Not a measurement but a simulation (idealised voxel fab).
process module | voxel double patterning
cross-section cut | 200 nm wide | cells 5 nm
A cross-section is a grid of square cells, given in bands from the top down. A band is one or more rows of cells.
Each band's line starts with the height of the band's top and of its bottom, in nm. Then come its materials from left to right, each with its width in nm. One material with "throughout" fills the band from edge to edge. "air" is empty space.
Height 0 is the level under which the wafer as received is all one material. The lowest band goes on downwards, as in "0 down".
A width such as "30 to 40" changes by the same amount from each row of cells to the next, from the band's top row to its bottom row.
"no change" after a step means that no cell of the cross-section changed.
closed voids: empty space of 8 cells or more with no open way to the top, each as width x height at its distance from the left edge, in nm
after a step's settings: what the simulator itself notes on the step
overlay nm, on a step with a mask: how far to the right of its planned place the mask lay; to the left if negative
plan
1 op RECEIVE | material Si
2 op CONFORMAL_DEP | material SiO2 | thk nm 10
3 op DIRECTIONAL_DEP | material TiN | thk nm 15
4 op DIRECTIONAL_DEP | material SiCN | thk nm 10
5 op DIRECTIONAL_DEP | material aC | thk nm 15
6 op PATTERN | tone open | mask id FIRST | material resist | width nm 15 | pitch nm 50 | thk nm 35 | overlay nm 0
7 op DIRECTIONAL_ETCH | etch materials aC | depth nm 15
8 op STRIP | etch materials resist
9 op DIRECTIONAL_ETCH | etch materials SiCN | depth nm 10
10 op STRIP | etch materials aC
11 op PATTERN | tone open | mask id SECOND | material resist | width nm 15 | pitch nm 50 | thk nm 20 | overlay nm 0
12 op DIRECTIONAL_ETCH | etch materials SiCN | depth nm 10
13 op STRIP | etch materials resist
14 op DIRECTIONAL_ETCH | etch materials TiN | depth nm 15
15 op STRIP | etch materials SiCN
as received, after step 1
  0 down: Si throughout
  closed voids: none
first wafer at the end, as planned
  25 to 10: TiN 40 | air 15 | TiN 10 | air 15 | TiN 10 | air 15 | TiN 10 | air 15 | TiN 10 | air 15 | TiN 45
  10 to 0: SiO2 throughout
  0 down: Si throughout
  closed voids: none
second wafer at the end: like start, like plan, one mistake
  25 to 10: TiN 40 | air 20 | TiN 5 | air 15 | TiN 10 | air 20 | TiN 5 | air 15 | TiN 10 | air 20 | TiN 40
  10 to 0: SiO2 throughout
  0 down: Si throughout
  closed voids: none
what went wrong: step 6 ran as: op PATTERN | tone open | mask id FIRST | material resist | width nm 20 | pitch nm 50 | thk nm 35 | overlay nm 0
at the end the second wafer has, in cells: 9 fewer of TiN
